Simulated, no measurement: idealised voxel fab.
process module | voxel ribs on slabs
cross-section cut | 285 nm wide | cells 5 nm
A cross-section is a grid of square cells, given in bands from the top down. A band is one or more rows of cells.
Each band's line starts with the height of the band's top and of its bottom, in nm. Then come its materials from left to right, each with its width in nm. One material with "throughout" fills the band from edge to edge. "air" is empty space.
Height 0 is the level under which the wafer as received is all one material. The lowest band goes on downwards, as in "0 down".
A width such as "30 to 40" changes by the same amount from each row of cells to the next, from the band's top row to its bottom row.
"no change" after a step means that no cell of the cross-section changed.
closed voids: empty space of 8 cells or more with no open way to the top, each as width x height at its distance from the left edge, in nm
after a step's settings: what the simulator itself notes on the step
overlay nm, on a step with a mask: how far to the right of its planned place the mask lay; to the left if negative
plan
1 op RECEIVE | material Si
2 op DIRECTIONAL_DEP | material SiO2 | thk nm 20
3 op DIRECTIONAL_DEP | material polySi | thk nm 15
4 op MASKED_ETCH | tone cover | mask id RIB | width nm 20 | etch materials polySi | depth nm 5 | overlay nm 0
5 op DIRECTIONAL_DEP | material aC | thk nm 10
6 op PATTERN | tone cover | mask id SLAB | material resist | width nm 40 | thk nm 25 | overlay nm 0
7 op DIRECTIONAL_ETCH | etch materials aC | depth nm 10
8 op STRIP | etch materials resist
9 op DIRECTIONAL_ETCH | etch materials polySi | depth nm 10
10 op STRIP | etch materials aC
11 op FILL_DEP | material SiO2 | thk nm 20
12 op CMP | height nm 45
13 op DIRECTIONAL_DEP | material TiN | thk nm 5
14 op PATTERN | tone cover | mask id HEATER | material resist | width nm 30 | thk nm 20 | overlay nm 0
15 op DIRECTIONAL_ETCH | etch materials TiN | depth nm 5
16 op STRIP | etch materials resist
17 op CONFORMAL_DEP | material SiO2 | thk nm 10
varied across the wafers: width nm of step 6. The plan shows the first wafer's value. All wafers start alike
first wafer as received, after step 1
  0 down: Si throughout
  closed voids: none
first wafer at the end, after step 17
  60 to 55: air 115 | SiO2 50 | air 120
  55 to 50: SiO2 throughout
  50 to 45: SiO2 125 | TiN 30 | SiO2 130
  45 to 35: SiO2 throughout
  35 to 30: SiO2 130 | polySi 20 | SiO2 135
  30 to 20: SiO2 120 | polySi 40 | SiO2 125
  20 to 0: SiO2 throughout
  0 down: Si throughout
  closed voids: none
last wafer at the end
  60 to 55: air 115 | SiO2 50 | air 120
  55 to 50: SiO2 throughout
  50 to 45: SiO2 125 | TiN 30 | SiO2 130
  45 to 35: SiO2 throughout
  35 to 30: SiO2 130 | polySi 20 | SiO2 135
  30 to 20: SiO2 110 | polySi 65 | SiO2 110
  20 to 0: SiO2 throughout
  0 down: Si throughout
  closed voids: none
each wafer at the end: cells of each material gained (+) or lost (-) since it was received, then its closed voids
width nm 40 | +611 SiO2 | +6 TiN | +20 polySi | closed voids: none
width nm 45 | +609 SiO2 | +6 TiN | +22 polySi | closed voids: none
width nm 50 | +607 SiO2 | +6 TiN | +24 polySi | closed voids: none
width nm 55 | +605 SiO2 | +6 TiN | +26 polySi | closed voids: none
width nm 60 | +603 SiO2 | +6 TiN | +28 polySi | closed voids: none
width nm 65 | +601 SiO2 | +6 TiN | +30 polySi | closed voids: none
